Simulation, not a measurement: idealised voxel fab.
A process module follows: voxel transistor to metal.
cross-section cut | 300 nm wide | cells 5 nm
This document writes a cross-section as a grid whose cells are square, and gives it as bands, listed from the top down; one or more rows of cells form a band. Within each band entry, the heights of the top and of the bottom of the band appear first, in that order and in nm; the materials of the band then follow from left to right, each with its corresponding width in nm. The designation "everywhere" on a single material indicates that it fills the band from edge to edge; the designation "empty" indicates empty space. The reference from which all heights are counted is 0, the level beneath which the as-received wafer is entirely one material; the lowest band, having no lower bound, proceeds downward and is written after the example "0 and below". So if you see something like "30->40" for the width, read it as the top row of the band sitting at the first number and the bottom row at the second, with every row in between moving by the same amount as the last. What does "left unchanged" mean for a step? It means no cell of the cross-section changed in that step. "Closed void list" enumerates empty spaces isolated from the top, with no open way to it, that contain at least 8 cells, giving each as width x height at distance from the left edge, all three in nm. On a step's line, text after the settings is the simulator commenting on that step. A step's line can hold "overlay nm"; with a mask on that step, the setting says how far right of the planned place the mask lay, while a negative setting says it lay to the left.

[This section lists the process steps that were planned]
step 1: RECEIVE | material Si
step 2: CONFORMAL_DEP | material SiO2 | thk nm 5
step 3: CONFORMAL_DEP | material SiN | thk nm 15
step 4: PATTERN | tone cover | mask id ACTIVE | material resist | width nm 100 | pitch nm 125 | thk nm 15 | overlay nm 0
step 5: DIRECTIONAL_ETCH | etch materials SiN | depth nm 15
step 6: DIRECTIONAL_ETCH | etch materials SiO2 | depth nm 5
step 7: DIRECTIONAL_ETCH | etch materials Si | depth nm 20
step 8: STRIP | etch materials resist
step 9: FILL_DEP | material SiO2 | thk nm 10
step 10: CMP | height nm 20
step 11: SELECTIVE_ETCH | etch materials SiO2 | depth nm 15
step 12: STRIP | etch materials SiN
step 13: SELECTIVE_ETCH | etch materials SiO2 | depth nm 5
step 14: OXIDIZE | depth nm 5
step 15: DIRECTIONAL_DEP | material polySi | thk nm 30
step 16: DIRECTIONAL_DEP | material SiCN | thk nm 10
step 17: PATTERN | tone cover | mask id GATE | material resist | width nm 20 | pitch nm 125 | thk nm 20 | overlay nm 0
step 18: DIRECTIONAL_ETCH | etch materials SiCN | depth nm 20
step 19: DIRECTIONAL_ETCH | etch materials polySi | depth nm 40
step 20: STRIP | etch materials resist
step 21: CONFORMAL_DEP | material SiO2 | thk nm 5
step 22: DIRECTIONAL_ETCH | etch materials SiO2 | depth nm 5
step 23: CONFORMAL_DEP | material SiN | thk nm 5
step 24: DIRECTIONAL_ETCH | etch materials SiN | depth nm 5
step 25: DIRECTIONAL_ETCH | etch materials SiO2 | depth nm 5
step 26: DIRECTIONAL_ETCH | etch materials Si | depth nm 10
step 27: EPI | material pSi | thk nm 15
step 28: FILL_DEP | material SiO2 | thk nm 10
step 29: CMP | height nm 40
step 30: DIRECTIONAL_DEP | material SiO2 | thk nm 10
step 31: PATTERN | tone open | mask id CONTACT | material resist | width nm 30 | thk nm 20 | overlay nm 0
step 32: DIRECTIONAL_ETCH | etch materials SiO2 | depth nm 50
step 33: STRIP | etch materials resist
step 34: CONFORMAL_DEP | material TiN | thk nm 5
step 35: FILL_DEP | material Ru | thk nm 5
step 36: CMP | height nm 50
step 37: DIRECTIONAL_DEP | material TiN | thk nm 5
step 38: DIRECTIONAL_DEP | material W | thk nm 25
step 39: DIRECTIONAL_DEP | material aC | thk nm 10
step 40: PATTERN | tone cover | mask id METAL_1 | material resist | width nm 15 | thk nm 30 | overlay nm 0
step 41: DIRECTIONAL_ETCH | etch materials aC | depth nm 10
step 42: STRIP | etch materials resist
step 43: DIRECTIONAL_ETCH | etch materials W | depth nm 25
step 44: DIRECTIONAL_ETCH | etch materials TiN | depth nm 5
step 45: STRIP | etch materials aC
step 46: CONFORMAL_DEP | material SiCN | thk nm 5
step 47: FILL_DEP | material SiO2 | thk nm 10
step 48: CMP | height nm 80
step 49: CONFORMAL_DEP | material SiCN | thk nm 5

[Wafer as received: cross-section following step 1]
* 0 and below  Si everywhere
* Closed void list: none

[Cross-section: first of two wafers, module finished, run according to plan]
* 85 down to 80  SiCN everywhere
* 80 down to 55  35 nm SiO2  5 nm SiCN  15 nm W  5 nm SiCN  50 nm SiO2  5 nm SiCN  15 nm W  5 nm SiCN  25 nm SiO2  5 nm SiCN  15 nm W  5 nm SiCN  50 nm SiO2  5 nm SiCN  15 nm W  5 nm SiCN  40 nm SiO2
* 55 down to 50  40 nm SiCN  15 nm TiN  60 nm SiCN  15 nm TiN  35 nm SiCN  15 nm TiN  60 nm SiCN  15 nm TiN  45 nm SiCN
* 50 down to 40  40 nm SiO2  5 nm TiN  20->15 nm Ru  5->10 nm TiN  30 nm SiO2  5->10 nm TiN  20->15 nm Ru  5 nm TiN  35 nm SiO2  5 nm TiN  20->15 nm Ru  5->10 nm TiN  30 nm SiO2  5->10 nm TiN  20->15 nm Ru  5 nm TiN  45 nm SiO2
* 40 down to 30  40 nm SiO2  5 nm TiN  15 nm Ru  5 nm TiN  5 nm SiN  5 nm SiO2  20 nm SiCN  5 nm SiO2  5 nm SiN  5 nm TiN  15 nm Ru  5 nm TiN  35 nm SiO2  5 nm TiN  15 nm Ru  5 nm TiN  5 nm SiN  5 nm SiO2  20 nm SiCN  5 nm SiO2  5 nm SiN  5 nm TiN  15 nm Ru  5 nm TiN  45 nm SiO2
* 30 down to 15  40 nm SiO2  5 nm TiN  15 nm Ru  5 nm TiN  5 nm SiN  5 nm SiO2  20 nm polySi  5 nm SiO2  5 nm SiN  5 nm TiN  15 nm Ru  5 nm TiN  35 nm SiO2  5 nm TiN  15 nm Ru  5 nm TiN  5 nm SiN  5 nm SiO2  20 nm polySi  5 nm SiO2  5 nm SiN  5 nm TiN  15 nm Ru  5 nm TiN  45 nm SiO2
* 15 down to 10  40 nm SiO2  25 nm TiN  5 nm SiN  5 nm SiO2  20 nm polySi  5 nm SiO2  5 nm SiN  25 nm TiN  35 nm SiO2  25 nm TiN  5 nm SiN  5 nm SiO2  20 nm polySi  5 nm SiO2  5 nm SiN  25 nm TiN  45 nm SiO2
* 10 down to 0  40 nm SiO2  10 nm TiN  15 nm pSi  5 nm SiN  5 nm SiO2  20 nm polySi  5 nm SiO2  5 nm SiN  15 nm pSi  10 nm TiN  35 nm SiO2  10 nm TiN  15 nm pSi  5 nm SiN  5 nm SiO2  20 nm polySi  5 nm SiO2  5 nm SiN  15 nm pSi  10 nm TiN  45 nm SiO2
* 0 down to -5  30 nm SiO2  35 nm pSi  40 nm SiO2  35 nm pSi  15 nm SiO2  35 nm pSi  40 nm SiO2  35 nm pSi  35 nm SiO2
* -5 down to -15  35 nm SiO2  30 nm pSi  40 nm Si  30 nm pSi  25 nm SiO2  30 nm pSi  40 nm Si  30 nm pSi  40 nm SiO2
* -15 down to -20  35 nm SiO2  100 nm Si  25 nm SiO2  100 nm Si  40 nm SiO2
* -20 and below  Si everywhere
* Closed void list: none

[Cross-section, second wafer: same start as the first, same plan as the first, one mistake in running it; taken at the end of the module]
* 85 down to 80  SiCN everywhere
* 80 down to 55  25 nm SiO2  5 nm SiCN  15 nm W  5 nm SiCN  50 nm SiO2  5 nm SiCN  15 nm W  5 nm SiCN  25 nm SiO2  5 nm SiCN  15 nm W  5 nm SiCN  50 nm SiO2  5 nm SiCN  15 nm W  5 nm SiCN  50 nm SiO2
* 55 down to 50  30 nm SiCN  15 nm TiN  60 nm SiCN  15 nm TiN  35 nm SiCN  15 nm TiN  60 nm SiCN  15 nm TiN  55 nm SiCN
* 50 down to 40  40 nm SiO2  5 nm TiN  20->15 nm Ru  5->10 nm TiN  30 nm SiO2  5->10 nm TiN  20->15 nm Ru  5 nm TiN  35 nm SiO2  5 nm TiN  20->15 nm Ru  5->10 nm TiN  30 nm SiO2  5->10 nm TiN  20->15 nm Ru  5 nm TiN  45 nm SiO2
* 40 down to 30  40 nm SiO2  5 nm TiN  15 nm Ru  5 nm TiN  5 nm SiN  5 nm SiO2  20 nm SiCN  5 nm SiO2  5 nm SiN  5 nm TiN  15 nm Ru  5 nm TiN  35 nm SiO2  5 nm TiN  15 nm Ru  5 nm TiN  5 nm SiN  5 nm SiO2  20 nm SiCN  5 nm SiO2  5 nm SiN  5 nm TiN  15 nm Ru  5 nm TiN  45 nm SiO2
* 30 down to 15  40 nm SiO2  5 nm TiN  15 nm Ru  5 nm TiN  5 nm SiN  5 nm SiO2  20 nm polySi  5 nm SiO2  5 nm SiN  5 nm TiN  15 nm Ru  5 nm TiN  35 nm SiO2  5 nm TiN  15 nm Ru  5 nm TiN  5 nm SiN  5 nm SiO2  20 nm polySi  5 nm SiO2  5 nm SiN  5 nm TiN  15 nm Ru  5 nm TiN  45 nm SiO2
* 15 down to 10  40 nm SiO2  25 nm TiN  5 nm SiN  5 nm SiO2  20 nm polySi  5 nm SiO2  5 nm SiN  25 nm TiN  35 nm SiO2  25 nm TiN  5 nm SiN  5 nm SiO2  20 nm polySi  5 nm SiO2  5 nm SiN  25 nm TiN  45 nm SiO2
* 10 down to 0  40 nm SiO2  10 nm TiN  15 nm pSi  5 nm SiN  5 nm SiO2  20 nm polySi  5 nm SiO2  5 nm SiN  15 nm pSi  10 nm TiN  35 nm SiO2  10 nm TiN  15 nm pSi  5 nm SiN  5 nm SiO2  20 nm polySi  5 nm SiO2  5 nm SiN  15 nm pSi  10 nm TiN  45 nm SiO2
* 0 down to -5  30 nm SiO2  35 nm pSi  40 nm SiO2  35 nm pSi  15 nm SiO2  35 nm pSi  40 nm SiO2  35 nm pSi  35 nm SiO2
* -5 down to -15  35 nm SiO2  30 nm pSi  40 nm Si  30 nm pSi  25 nm SiO2  30 nm pSi  40 nm Si  30 nm pSi  40 nm SiO2
* -15 down to -20  35 nm SiO2  100 nm Si  25 nm SiO2  100 nm Si  40 nm SiO2
* -20 and below  Si everywhere
* Closed void list: none
It is concluded that the wafer was processed incorrectly with respect to the plan, in that note that step 40 departed from the planned setting and was carried out as PATTERN | tone cover | mask id METAL_1 | material resist | width nm 15 | thk nm 30 | overlay nm -10
At the end, the second wafer has the same number of cells of each material as the first, but those cells sit in other places.
